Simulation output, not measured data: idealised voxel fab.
You're looking at the process module voxel self aligned vias.
The figure presents cross-section cut, which has a width of 280 nm and is divided into square cells with an edge length of 5 nm.
For the purposes of this document, a cross-section shall be understood as a grid of square cells, specified as bands listed in top-to-bottom order, each band consisting of one or more rows of cells.
Top height, bottom height, nm. Materials left to right, width each, nm. Single material + "full width" = fills band edge to edge. "blank" = empty.
Height 0 is the level under which the wafer as received is all one material. The lowest band goes on downwards, as in "z 0 and below".
The notation "30 to 40" denotes a width that varies across the rows of cells in the band, beginning at the first number in the top row, finishing at the second number in the bottom row, and changing by an identical amount from each row to the next.
When a step is marked "identical to before", none of the cells in the cross-section changed during that step.
Entry "Closed internal cavities". Content: empty spaces with no open connection to the top, size 8 cells or greater. Each: width x height at distance. Distance: from left edge. Unit: nm.
Step line, after settings: the simulator's comment on this step.
The "overlay nm" setting may appear on a step's line; for a step that uses a mask, it gives how far to the right of its planned position the mask lay, and a negative value indicates the left.
[Process steps - plan]
1: RECEIVE [material Si]
2: CONFORMAL_DEP [material SiO2] [thk nm 15]
3: CONFORMAL_DEP [material SiCN] [thk nm 5]
4: DIRECTIONAL_DEP [material SiO2] [thk nm 30]
5: DIRECTIONAL_DEP [material aC] [thk nm 10]
6: PATTERN [tone open] [mask id LINES] [material resist] [width nm 20] [pitch nm 45] [thk nm 25] [overlay nm -15]
7: DIRECTIONAL_ETCH [etch materials aC] [depth nm 10]
8: STRIP [etch materials resist]
9: DIRECTIONAL_ETCH [etch materials SiO2] [depth nm 30]
10: STRIP [etch materials aC]
11: CONFORMAL_DEP [material TiN] [thk nm 5]
12: FILL_DEP [material Ru] [thk nm 5]
13: CMP [height nm 50]
14: SELECTIVE_ETCH [etch materials W Ru TiN] [depth nm 10]
15: FILL_DEP [material SiN] [thk nm 5]
16: CMP [height nm 50]
17: DIRECTIONAL_DEP [material SiO2] [thk nm 15]
18: DIRECTIONAL_DEP [material aC] [thk nm 10]
19: PATTERN [tone open] [mask id VIAS] [material resist] [width nm 30] [thk nm 25] [overlay nm 0]
20: DIRECTIONAL_ETCH [etch materials aC] [depth nm 10]
21: STRIP [etch materials resist]
22: DIRECTIONAL_ETCH [etch materials SiO2] [depth nm 15]
23: DIRECTIONAL_ETCH [etch materials SiN] [depth nm 10]
24: STRIP [etch materials aC]
25: CONFORMAL_DEP [material TiN] [thk nm 5]
26: FILL_DEP [material Ru] [thk nm 10]
27: CMP [height nm 65]
28: CONFORMAL_DEP [material SiCN] [thk nm 5]
The wafers in this document start out alike and differ in the overlay nm applied at step 6; the plan shows the value used for the first wafer.
[As received, i.e. after step 1: cross-section through the first of several wafers]
z 0 and below  Si full width
Closed internal cavities: none
[Per wafer, end of module: cells gained (+) or lost (-) per material since receipt, then closed voids]
overlay nm -15; +20 Ru; +112 SiCN; +12 SiN; +606 SiO2; +34 TiN; Closed internal cavities: none
overlay nm -10; +22 Ru; +112 SiCN; +10 SiN; +606 SiO2; +34 TiN; Closed internal cavities: none
overlay nm -5; +24 Ru; +112 SiCN; +8 SiN; +606 SiO2; +34 TiN; Closed internal cavities: none
overlay nm 0; +24 Ru; +112 SiCN; +8 SiN; +606 SiO2; +34 TiN; Closed internal cavities: none
overlay nm 5; +24 Ru; +112 SiCN; +8 SiN; +606 SiO2; +34 TiN; Closed internal cavities: none
overlay nm 10; +22 Ru; +112 SiCN; +10 SiN; +606 SiO2; +34 TiN; Closed internal cavities: none
overlay nm 15; +20 Ru; +112 SiCN; +12 SiN; +606 SiO2; +34 TiN; Closed internal cavities: none
